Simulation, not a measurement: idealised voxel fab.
This section sets out a process module, namely voxel local oxidation.
Cross-section cut spans 255 nm and uses square cells 5 nm in size.
Just so we're on the same page, the cross-sections are grids of square cells, and they're listed out in bands top to bottom, each band one or more rows deep. Quick guide to a band line: top height, bottom height (nm) up front; then every material left to right with its width in nm. Only one material and it's marked "everywhere"? Then it fills the band edge to edge. And "air" just means empty space. Height datum 0, below which the as-received substrate wafer is one material. Lowest band open at the bottom, running downward: "z 0 and below". A width such as "30 to 40" changes by the same amount from each row of cells to the next, from the band's top row to its bottom row. It should be understood that the words "nothing altered", when stated for a given step, signify that the cross-section underwent no change in any of its cells during that step. "Closed void table" enumerates empty spaces isolated from the top, with no open way to it, that contain at least 8 cells, giving each as width x height at distance from the left edge, all three in nm. On each step's line, the part that comes after the settings is the simulator's own comment on the step. overlay nm, on a step with a mask: how far to the right of its planned place the mask lay; to the left if negative.
-- So here's the lineup of process steps we planned
step 1: RECEIVE: material Si
step 2: CONFORMAL_DEP: material SiO2, thk nm 5
step 3: CONFORMAL_DEP: material SiN, thk nm 15
step 4: PATTERN: tone cover, mask id ACTIVE, material resist, width nm 115, thk nm 15, overlay nm 0
step 5: DIRECTIONAL_ETCH: etch materials SiN, depth nm 15
step 6: STRIP: etch materials resist
step 7: SELECTIVE_ETCH: etch materials SiO2, depth nm 5
step 8: OXIDIZE: depth nm 15
step 9: STRIP: etch materials SiN
-- Shown in cross-section is the wafer as received, that is, as it stands after step 1
    z 0 and below | Si everywhere
    Closed void table: none
-- End-of-module cross-section. Starting structure and process plan as above; one mistake made in running it
    z 5 to 0 | air: 75 | SiO2: 105 | air: 75
    z 0 to -20 | SiO2: 95 | Si: 65 | SiO2: 95
    z -20 and below | Si everywhere
    Closed void table: none
What broke from the plan during processing? note that step 8 departed from the planned setting and was carried out as OXIDIZE: depth nm 20
